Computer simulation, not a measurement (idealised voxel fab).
Module name: voxel capacitor over wiring (process module)
This is section cut - it's 170 nm across, gridded in 5 nm square cells.
The cross-sections in this document take the form of a grid made of square cells. They are written out as bands, in order from top to bottom. Each band consists of one or more rows of cells.
It is stipulated that each band's entry specify, in nanometres, the height of the top of the band and then that of its bottom, followed by the materials of the band in left-to-right sequence, each together with its width in nanometres. A single material marked by the word "full width" is understood to fill the band from edge to edge; the word "air" is understood to denote empty space.
All heights in this document are referenced to 0, defined as the level beneath which the wafer, as received, consists entirely of one material. The lowest band is not bounded below; it extends indefinitely downward and is written in the form "0 and below".
It should be noted that a width expressed as "30->40" varies in equal increments from row to row of cells within the band, taking the value of the first number at the top row and that of the second number at the bottom row.
When a step is marked "no modification", none of the cells in the cross-section changed during that step.
In "Sealed void listing" the enclosed voids are listed, meaning empty spaces of 8 cells or larger without any opening to the top. The form is width x height at distance, distance from the left edge, units nm.
On a step's line, text after the settings is the simulator commenting on that step.
If you see "overlay nm" on a step's line and that step has a mask, it's telling you how far right of where it was planned the mask ended up; a negative number means it went left instead.

### Set out below are the planned steps of the process
step 1: RECEIVE (material Si)
step 2: CONFORMAL_DEP (material SiO2; thk nm 15)
step 3: DIRECTIONAL_DEP (material TiN; thk nm 5)
step 4: DIRECTIONAL_DEP (material W; thk nm 20)
step 5: PATTERN (tone cover; mask id METAL_1; material resist; width nm 20; pitch nm 75; thk nm 15; overlay nm 0)
step 6: DIRECTIONAL_ETCH (etch materials W; depth nm 20)
step 7: DIRECTIONAL_ETCH (etch materials TiN; depth nm 5)
step 8: STRIP (etch materials resist)
step 9: CONFORMAL_DEP (material SiCN; thk nm 5)
step 10: FILL_DEP (material lowk; thk nm 10)
step 11: CMP (height nm 40)
step 12: CONFORMAL_DEP (material SiCN; thk nm 5)
step 13: DIRECTIONAL_DEP (material lowk; thk nm 20)
step 14: MASKED_ETCH (tone open; mask id PLUG_1; width nm 15; etch materials lowk; depth nm 20; overlay nm 0)
step 15: MASKED_ETCH (tone open; mask id PLUG_1; width nm 15; etch materials SiCN; depth nm 5; overlay nm 0)
step 16: EPI (material Ru; thk nm 10)
step 17: EPI (material Ru; thk nm 10)
step 18: EPI (material Ru; thk nm 5)
step 19: DIRECTIONAL_DEP (material TiN; thk nm 10)
step 20: DIRECTIONAL_DEP (material SiN; thk nm 5)
step 21: DIRECTIONAL_DEP (material TiN; thk nm 5)
step 22: DIRECTIONAL_DEP (material aC; thk nm 15)
step 23: PATTERN (tone cover; mask id UPPER_PLATE; material resist; width nm 60; thk nm 30; overlay nm 0)
step 24: DIRECTIONAL_ETCH (etch materials aC; depth nm 15)
step 25: STRIP (etch materials resist)
step 26: DIRECTIONAL_ETCH (etch materials TiN; depth nm 5)
step 27: DIRECTIONAL_ETCH (etch materials SiN; depth nm 5)
step 28: STRIP (etch materials aC)
step 29: DIRECTIONAL_DEP (material aC; thk nm 15)
step 30: PATTERN (tone cover; mask id LOWER_PLATE; material resist; width nm 70; thk nm 30; overlay nm 0)
step 31: DIRECTIONAL_ETCH (etch materials aC; depth nm 15)
step 32: STRIP (etch materials resist)
step 33: DIRECTIONAL_ETCH (etch materials TiN; depth nm 10)
step 34: STRIP (etch materials aC)
step 35: FILL_DEP (material SiO2; thk nm 20)
step 36: CMP (height nm 100)
step 37: MASKED_ETCH (tone open; mask id PLUG_2; width nm 15; etch materials SiO2; depth nm 15; overlay nm 0)
step 38: CONFORMAL_DEP (material TiN; thk nm 5)
step 39: FILL_DEP (material W; thk nm 5)
step 40: CMP (height nm 100)
step 41: CONFORMAL_DEP (material SiCN; thk nm 5)

### The first wafer of two, processed as planned

### Cross-section of the wafer as it came to us, i.e., already through step 1
- 0 and below: Si full width
- Sealed void listing: none

### Wafer xsec, post step 2
- 15 down to 0: SiO2 full width
- Below a height of 0, the structure has not been altered.

### Wafer xsec, post step 3
- 20 down to 15: TiN full width
- Below a height of 15, the structure has not been altered.

### Wafer xsec, post step 4
- 40 down to 20: W full width
- Below a height of 20, the structure has not been altered.

### Wafer xsec, post step 5
- 55 down to 40: 35 of air, 20 of resist, 55 of air, 20 of resist, 40 of air
- Below a height of 40, the structure has not been altered.

### Wafer xsec, post step 6
- 55 down to 40: 35 of air, 20 of resist, 55 of air, 20 of resist, 40 of air
- 40 down to 20: 35 of air, 20 of W, 55 of air, 20 of W, 40 of air
- Below a height of 20, the structure has not been altered.

### Wafer xsec, post step 7
- 55 down to 40: 35 of air, 20 of resist, 55 of air, 20 of resist, 40 of air
- 40 down to 20: 35 of air, 20 of W, 55 of air, 20 of W, 40 of air
- 20 down to 15: 35 of air, 20 of TiN, 55 of air, 20 of TiN, 40 of air
- Below a height of 15, the structure has not been altered.

### Wafer xsec, post step 8
- 40 down to 20: 35 of air, 20 of W, 55 of air, 20 of W, 40 of air
- Below a height of 20, the structure has not been altered.

### Wafer xsec, post step 9
- 45 down to 40: 30 of air, 30 of SiCN, 45 of air, 30 of SiCN, 35 of air
- 40 down to 20: 30 of air, 5 of SiCN, 20 of W, 5 of SiCN, 45 of air, 5 of SiCN, 20 of W, 5 of SiCN, 35 of air
- 20 down to 15: 35 of SiCN, 20 of TiN, 55 of SiCN, 20 of TiN, 40 of SiCN
- Below a height of 15, the structure has not been altered.

### Wafer xsec, post step 10
- 55 down to 45: lowk full width
- 45 down to 40: 30 of lowk, 30 of SiCN, 45 of lowk, 30 of SiCN, 35 of lowk
- 40 down to 20: 30 of lowk, 5 of SiCN, 20 of W, 5 of SiCN, 45 of lowk, 5 of SiCN, 20 of W, 5 of SiCN, 35 of lowk
- Below a height of 20, the structure has not been altered.

### Wafer xsec, post step 11
- 40 down to 20: 30 of lowk, 5 of SiCN, 20 of W, 5 of SiCN, 45 of lowk, 5 of SiCN, 20 of W, 5 of SiCN, 35 of lowk
- Below a height of 20, the structure has not been altered.

### Wafer xsec, post step 12
- 45 down to 40: SiCN full width
- Below a height of 40, the structure has not been altered.

### Wafer xsec, post step 13
- 65 down to 45: lowk full width
- Below a height of 45, the structure has not been altered.

### Wafer xsec, post step 14
- 65 down to 45: 40 of lowk, 15 of air, 115 of lowk
- Below a height of 45, the structure has not been altered.

### Wafer xsec, post step 15
- 65 down to 45: 40 of lowk, 15 of air, 115 of lowk
- 45 down to 40: 40 of SiCN, 15 of air, 115 of SiCN
- Below a height of 40, the structure has not been altered.

### Wafer xsec, post step 16
- 65 down to 50: 40 of lowk, 15 of air, 115 of lowk
- 50 down to 45: 40 of lowk, 15 of Ru, 115 of lowk
- 45 down to 40: 40 of SiCN, 15 of Ru, 115 of SiCN
- Below a height of 40, the structure has not been altered.

### Wafer xsec, post step 17
- 65 down to 60: 40 of lowk, 15 of air, 115 of lowk
- 60 down to 45: 40 of lowk, 15 of Ru, 115 of lowk
- Below a height of 45, the structure has not been altered.

### Wafer xsec, post step 18
- 65 down to 45: 40 of lowk, 15 of Ru, 115 of lowk
- Below a height of 45, the structure has not been altered.

### Wafer xsec, post step 19
- 75 down to 65: TiN full width
- Below a height of 65, the structure has not been altered.

### Wafer xsec, post step 20
- 80 down to 75: SiN full width
- Below a height of 75, the structure has not been altered.

### Wafer xsec, post step 21
- 85 down to 80: TiN full width
- Below a height of 80, the structure has not been altered.

### Wafer xsec, post step 22
- 100 down to 85: aC full width
- Below a height of 85, the structure has not been altered.

### Wafer xsec, post step 23
- 130 down to 100: 40 of air, 60 of resist, 70 of air
- Below a height of 100, the structure has not been altered.

### Wafer xsec, post step 24
- 115 down to 100: 40 of air, 60 of resist, 70 of air
- 100 down to 85: 40 of air, 60 of aC, 70 of air
- Below a height of 85, the structure has not been altered.

### Wafer xsec, post step 25
- 100 down to 85: 40 of air, 60 of aC, 70 of air
- Below a height of 85, the structure has not been altered.

### Wafer xsec, post step 26
- 100 down to 85: 40 of air, 60 of aC, 70 of air
- 85 down to 80: 40 of air, 60 of TiN, 70 of air
- Below a height of 80, the structure has not been altered.

### Wafer xsec, post step 27
- 100 down to 85: 40 of air, 60 of aC, 70 of air
- 85 down to 80: 40 of air, 60 of TiN, 70 of air
- 80 down to 75: 40 of air, 60 of SiN, 70 of air
- Below a height of 75, the structure has not been altered.

### Wafer xsec, post step 28
- 85 down to 80: 40 of air, 60 of TiN, 70 of air
- Below a height of 80, the structure has not been altered.

### Wafer xsec, post step 29
- 100 down to 90: 40 of air, 60 of aC, 70 of air
- 90 down to 85: aC full width
- 85 down to 80: 40 of aC, 60 of TiN, 70 of aC
- 80 down to 75: 40 of aC, 60 of SiN, 70 of aC
- Below a height of 75, the structure has not been altered.

### Wafer xsec, post step 30
- 130 down to 100: 35 of air, 70 of resist, 65 of air
- 100 down to 90: 35 of air, 5 of resist, 60 of aC, 5 of resist, 65 of air
- Below a height of 90, the structure has not been altered.

### Wafer xsec, post step 31
- 115 down to 100: 35 of air, 70 of resist, 65 of air
- 100 down to 90: 35 of air, 5 of resist, 60 of aC, 5 of resist, 65 of air
- 90 down to 85: 35 of air, 70 of aC, 65 of air
- 85 down to 80: 35 of air, 5 of aC, 60 of TiN, 5 of aC, 65 of air
- 80 down to 75: 35 of air, 5 of aC, 60 of SiN, 5 of aC, 65 of air
- Below a height of 75, the structure has not been altered.

### Wafer xsec, post step 32
- 100 down to 90: 40 of air, 60 of aC, 70 of air
- Below a height of 90, the structure has not been altered.

### Wafer xsec, post step 33
- 100 down to 90: 40 of air, 60 of aC, 70 of air
- 90 down to 85: 35 of air, 70 of aC, 65 of air
- 85 down to 80: 35 of air, 5 of aC, 60 of TiN, 5 of aC, 65 of air
- 80 down to 75: 35 of air, 5 of aC, 60 of SiN, 5 of aC, 65 of air
- 75 down to 65: 35 of air, 70 of TiN, 65 of air
- Below a height of 65, the structure has not been altered.

### Wafer xsec, post step 34
- 85 down to 80: 40 of air, 60 of TiN, 70 of air
- 80 down to 75: 40 of air, 60 of SiN, 70 of air
- Below a height of 75, the structure has not been altered.

### Wafer xsec, post step 35
- 105 down to 85: SiO2 full width
- 85 down to 80: 40 of SiO2, 60 of TiN, 70 of SiO2
- 80 down to 75: 40 of SiO2, 60 of SiN, 70 of SiO2
- 75 down to 65: 35 of SiO2, 70 of TiN, 65 of SiO2
- Below a height of 65, the structure has not been altered.

### Wafer xsec, post step 36
- 100 down to 85: SiO2 full width
- Below a height of 85, the structure has not been altered.

### Wafer xsec, post step 37
- 100 down to 85: 50 of SiO2, 15 of air, 105 of SiO2
- Below a height of 85, the structure has not been altered.

### Wafer xsec, post step 38
- 105 down to 100: 55 of TiN, 5 of air, 110 of TiN
- 100 down to 90: 50 of SiO2, 5 of TiN, 5 of air, 5 of TiN, 105 of SiO2
- 90 down to 80: 50->40 of SiO2, 15->60 of TiN, 105->70 of SiO2
- Below a height of 80, the structure has not been altered.

### Wafer xsec, post step 39
- 110 down to 105: W full width
- 105 down to 100: 55 of TiN, 5 of W, 110 of TiN
- 100 down to 90: 50 of SiO2, 5 of TiN, 5 of W, 5 of TiN, 105 of SiO2
- Below a height of 90, the structure has not been altered.

### Wafer xsec, post step 40
- 100 down to 90: 50 of SiO2, 5 of TiN, 5 of W, 5 of TiN, 105 of SiO2
- Below a height of 90, the structure has not been altered.

### Wafer xsec, post step 41
- 105 down to 100: SiCN full width
- Below a height of 100, the structure has not been altered.

### Wafer two. Same start, same plan, one slip in execution. Same as wafer one through step 37, inclusive

### Second wafer, cross-section, planned end of step 38
- 105 down to 100: 55 of aC, 5 of air, 110 of aC
- 100 down to 90: 50 of SiO2, 5 of aC, 5 of air, 5 of aC, 105 of SiO2
- 90 down to 85: 50 of SiO2, 15 of aC, 105 of SiO2
- Below a height of 85, the structure has not been altered.

### Second wafer, cross-section, planned end of step 39
- 110 down to 105: W full width
- 105 down to 100: 55 of aC, 5 of W, 110 of aC
- 100 down to 90: 50 of SiO2, 5 of aC, 5 of W, 5 of aC, 105 of SiO2
- Below a height of 90, the structure has not been altered.

### Second wafer, cross-section, planned end of step 40
- 100 down to 90: 50 of SiO2, 5 of aC, 5 of W, 5 of aC, 105 of SiO2
- Below a height of 90, the structure has not been altered.

### Second wafer, cross-section, planned end of step 41
- 105 down to 100: SiCN full width
- Below a height of 100, the structure has not been altered.
Short version of what went wrong: contrary to plan, step 38 was performed as CONFORMAL_DEP (material aC; thk nm 5)
Upon completion, the second wafer contains, in terms of cells, a greater or smaller amount of certain materials than the first wafer: 7 fewer of TiN | 7 more of aC
